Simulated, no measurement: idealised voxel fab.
Title: Process Module voxel local oxidation
Pictured: cross-section cut, 280 nm wide, on a grid of 5 nm square cells.
In what follows, cross-sections appear as grids of square cells, described through bands that run from the top down, where every band is one or more rows of cells. Top, bottom (nm), then materials left to right with widths (nm); lone material tagged "all across" fills the whole band edge to edge; "blank" = empty space. Heights are reckoned from 0. Under this level, the received wafer is all of one material. The bottommost band is open-ended downward, for example "from 0 down". You'd read "30..40" like this: the band's top row of cells is as wide as the first number, its bottom row is as wide as the second, and going down, every row changes width by the same amount as the row before did. "identical to before" for a step: no cell of the cross-section changed in that step. The entry titled "Enclosed internal cavities" provides the empty spaces that have no open way to the top, restricted to those of 8 cells or more. Each is presented as width x height at distance, the distance being measured from the left edge, with all three in nm. Past the settings on a step's line: simulator remark, on that step. A step line may carry the setting "overlay nm", which, for steps involving a mask, states the distance by which the mask lay to the right of its intended position; negative values denote displacement to the left.

Intended process steps:
1. RECEIVE [material Si]
2. CONFORMAL_DEP [material SiO2] [thk nm 5]
3. CONFORMAL_DEP [material SiN] [thk nm 10]
4. DIRECTIONAL_DEP [material aC] [thk nm 15]
5. PATTERN [tone cover] [mask id ACTIVE] [material resist] [width nm 90] [thk nm 35] [overlay nm -15]
6. DIRECTIONAL_ETCH [etch materials aC] [depth nm 15]
7. STRIP [etch materials resist]
8. DIRECTIONAL_ETCH [etch materials SiN] [depth nm 10]
9. STRIP [etch materials aC]
10. SELECTIVE_ETCH [etch materials SiO2] [depth nm 5]
11. OXIDIZE [depth nm 15]
12. STRIP [etch materials SiN]
The plan shows the overlay nm of step 5 as the first wafer had it; this setting differs between the wafers, which start out alike.

The first of several wafers as received, shown in cross-section; this is its state after step 1:
> from 0 down = Si all across
> Enclosed internal cavities: none

Per wafer (row), end of module: delta in cells per material since receipt, (+) for gained, (-) for lost; closed voids after that:
overlay nm -15, -138 Si, +154 SiO2, Enclosed internal cavities: none
overlay nm -10, -138 Si, +154 SiO2, Enclosed internal cavities: none
overlay nm -5, -138 Si, +154 SiO2, Enclosed internal cavities: none
overlay nm 0, -138 Si, +154 SiO2, Enclosed internal cavities: none
overlay nm 5, -138 Si, +154 SiO2, Enclosed internal cavities: none
overlay nm 10, -138 Si, +154 SiO2, Enclosed internal cavities: none
overlay nm 15, -138 Si, +154 SiO2, Enclosed internal cavities: none
